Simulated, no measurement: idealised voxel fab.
process module | voxel double patterning
cross-section cut | 200 nm wide | cells 5 nm
A cross-section is a grid of square cells, given in bands from the top down. A band is one or more rows of cells.
Each band's line starts with the height of the band's top and of its bottom, in nm. Then come its materials from left to right, each with its width in nm. One material with "throughout" fills the band from edge to edge. "air" is empty space.
Height 0 is the level under which the wafer as received is all one material. The lowest band goes on downwards, as in "0 down".
A width such as "30 to 40" changes by the same amount from each row of cells to the next, from the band's top row to its bottom row.
"no change" after a step means that no cell of the cross-section changed.
closed voids: empty space of 8 cells or more with no open way to the top, each as width x height at its distance from the left edge, in nm
after a step's settings: what the simulator itself notes on the step
overlay nm, on a step with a mask: how far to the right of its planned place the mask lay; to the left if negative
plan
1 op RECEIVE | material Si
2 op CONFORMAL_DEP | material SiO2 | thk nm 10
3 op DIRECTIONAL_DEP | material TiN | thk nm 15
4 op DIRECTIONAL_DEP | material SiCN | thk nm 10
5 op DIRECTIONAL_DEP | material aC | thk nm 15
6 op PATTERN | tone open | mask id FIRST | material resist | width nm 15 | pitch nm 50 | thk nm 35 | overlay nm 0
7 op DIRECTIONAL_ETCH | etch materials aC | depth nm 15
8 op STRIP | etch materials resist
9 op DIRECTIONAL_ETCH | etch materials SiCN | depth nm 10
10 op STRIP | etch materials aC
11 op PATTERN | tone open | mask id SECOND | material resist | width nm 15 | pitch nm 50 | thk nm 20 | overlay nm 0
12 op DIRECTIONAL_ETCH | etch materials SiCN | depth nm 10
13 op STRIP | etch materials resist
14 op DIRECTIONAL_ETCH | etch materials TiN | depth nm 15
15 op STRIP | etch materials SiCN
varied across the wafers: width nm of step 11. The plan shows the first wafer's value. All wafers start alike
first wafer as received, after step 1
  0 down: Si throughout
  closed voids: none
each wafer at the end: cells of each material gained (+) or lost (-) since it was received, then its closed voids
width nm 15 | +80 SiO2 | +75 TiN | closed voids: none
width nm 20 | +80 SiO2 | +69 TiN | closed voids: none
width nm 25 | +80 SiO2 | +63 TiN | closed voids: none
width nm 30 | +80 SiO2 | +57 TiN | closed voids: none
